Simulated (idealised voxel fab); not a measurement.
process module | voxel released beams
cross-section cut | 220 nm wide | cells 5 nm
A cross-section is a grid of square cells, given in bands from the top down. A band is one or more rows of cells.
Each band's line starts with the height of the band's top and of its bottom, in nm. Then come its materials from left to right, each with its width in nm. One material with "throughout" fills the band from edge to edge. "air" is empty space.
Height 0 is the level under which the wafer as received is all one material. The lowest band goes on downwards, as in "0 down".
A width such as "30 to 40" changes by the same amount from each row of cells to the next, from the band's top row to its bottom row.
"no change" after a step means that no cell of the cross-section changed.
closed voids: empty space of 8 cells or more with no open way to the top, each as width x height at its distance from the left edge, in nm
after a step's settings: what the simulator itself notes on the step
overlay nm, on a step with a mask: how far to the right of its planned place the mask lay; to the left if negative
plan
1 op RECEIVE | material Si
2 op CONFORMAL_DEP | material SiN | thk nm 10
3 op DIRECTIONAL_DEP | material SiO2 | thk nm 15
4 op MASKED_ETCH | tone open | mask id ANCHOR | width nm 45 | etch materials SiO2 | depth nm 15 | overlay nm 0
5 op CONFORMAL_DEP | material TiN | thk nm 15
6 op PATTERN | tone cover | mask id BEAM | material resist | width nm 130 | thk nm 20 | overlay nm 0
7 op DIRECTIONAL_ETCH | etch materials TiN | depth nm 15
8 op STRIP | etch materials resist
9 op STRIP | etch materials SiO2
first wafer, as planned
as received, after step 1
  0 down: Si throughout
  closed voids: none
after step 2
  10 to 0: SiN throughout
  below 0: unchanged
after step 3
  25 to 10: SiO2 throughout
  below 10: unchanged
after step 4
  25 to 10: SiO2 45 | air 45 | SiO2 130
  below 10: unchanged
after step 5
  40 to 25: TiN 60 | air 15 | TiN 145
  25 to 10: SiO2 45 | TiN 45 | SiO2 130
  below 10: unchanged
after step 6
  60 to 40: air 40 | resist 130 | air 50
  40 to 25: TiN 60 | resist 15 | TiN 145
  below 25: unchanged
after step 7
  60 to 40: air 40 | resist 130 | air 50
  40 to 25: air 40 | TiN 20 | resist 15 | TiN 95 | air 50
  below 25: unchanged
after step 8
  40 to 25: air 40 | TiN 20 | air 15 | TiN 95 | air 50
  below 25: unchanged
after step 9
  40 to 25: air 40 | TiN 20 | air 15 | TiN 95 | air 50
  25 to 10: air 45 | TiN 45 | air 130
  below 10: unchanged
second wafer: like start, like plan, one mistake. Through step 4 it matches the first wafer
when step 5 should have ended
  55 to 25: TiN throughout
  25 to 10: SiO2 45 | TiN 45 | SiO2 130
  below 10: unchanged
when step 6 should have ended
  75 to 55: air 40 | resist 130 | air 50
  below 55: unchanged
when step 7 should have ended
  75 to 55: air 40 | resist 130 | air 50
  55 to 40: air 40 | TiN 130 | air 50
  below 40: unchanged
when step 8 should have ended
  55 to 40: air 40 | TiN 130 | air 50
  below 40: unchanged
when step 9 should have ended: no change
what went wrong: step 5 was run twice
at the end the second wafer has, in cells: 105 more of SiO2 | 141 more of TiN
